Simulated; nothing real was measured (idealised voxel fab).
Process module, titled voxel self aligned contacts
Pictured: cross-section cut, 245 nm wide, on a grid of 5 nm square cells.
In this document a cross-section is written as a grid of square cells. It is given as a series of bands, listed from the top down, and a band is one or more rows of cells. Each band's line starts with the height of the band's top and of its bottom, in nm. Then come its materials from left to right, each with its width in nm. One material with "full width" fills the band from edge to edge. "air" is empty space. For the purposes of this specification, 0 denotes the height below which the wafer in its as-received condition is composed wholly of one material, and the lowermost band, lacking a lower limit, extends downward without end, as expressed in "z 0 and below". Width spec "30..40" -> top row of cells at first value, bottom row at second value, equal per-row change in between. "stayed the same" for a step: no cell of the cross-section changed in that step. What "Unvented cavities" gives you is every empty space of 8 cells or more that is cut off from the top. Each appears as width x height at distance, with the distance taken from the left edge and width, height and distance all in nm. If you see something after the settings on a step's line, that's the simulator's own remark about that step. You can add "overlay nm" to a step's line. For a step with a mask, it describes how far the mask lay to the right of its planned position, and a negative number describes a lay to the left.

Process steps (planned):
1) op RECEIVE | material Si
2) op CONFORMAL_DEP | material SiO2 | thk nm 5
3) op DIRECTIONAL_DEP | material polySi | thk nm 20
4) op DIRECTIONAL_DEP | material SiN | thk nm 20
5) op PATTERN | tone cover | mask id GATE | material resist | width nm 35 | pitch nm 70 | thk nm 20 | overlay nm 0
6) op DIRECTIONAL_ETCH | etch materials SiN | depth nm 20
7) op DIRECTIONAL_ETCH | etch materials polySi | depth nm 20
8) op STRIP | etch materials resist
9) op CONFORMAL_DEP | material SiN | thk nm 5
10) op DIRECTIONAL_ETCH | etch materials SiN | depth nm 5
11) op FILL_DEP | material SiO2 | thk nm 10
12) op CMP | height nm 50
13) op DIRECTIONAL_DEP | material aC | thk nm 15
14) op PATTERN | tone open | mask id CONTACT | material resist | width nm 35 | pitch nm 70 | thk nm 35 | overlay nm 0
15) op DIRECTIONAL_ETCH | etch materials aC | depth nm 15
16) op STRIP | etch materials resist
17) op DIRECTIONAL_ETCH | etch materials SiO2 | depth nm 50
18) op STRIP | etch materials aC
19) op CONFORMAL_DEP | material TiN | thk nm 5
20) op FILL_DEP | material W | thk nm 5
21) op CMP | height nm 50
22) op CONFORMAL_DEP | material SiCN | thk nm 5
Be aware that, although all wafers share a common starting state, the width nm at step 14 differs among them, and the plan displays the first wafer's value.

As-received state after step 1, first of several wafers, cross-section:
  z 0 and below = Si full width
  Unvented cavities: none

What follows is a table in which each wafer occupies a row; for the wafer as it stands at the close of the module, the row states, material by material, how many cells have been gained (+) or lost (-) since receipt, and then gives its closed voids:
width nm 35, +49 SiCN, +132 SiN, +170 SiO2, +50 TiN, +54 W, +84 polySi, Unvented cavities: none
width nm 40, +49 SiCN, +132 SiN, +168 SiO2, +52 TiN, +54 W, +84 polySi, Unvented cavities: none
width nm 45, +49 SiCN, +132 SiN, +166 SiO2, +54 TiN, +54 W, +84 polySi, Unvented cavities: none
width nm 50, +49 SiCN, +132 SiN, +164 SiO2, +56 TiN, +54 W, +84 polySi, Unvented cavities: none
width nm 55, +49 SiCN, +132 SiN, +162 SiO2, +58 TiN, +54 W, +84 polySi, Unvented cavities: none
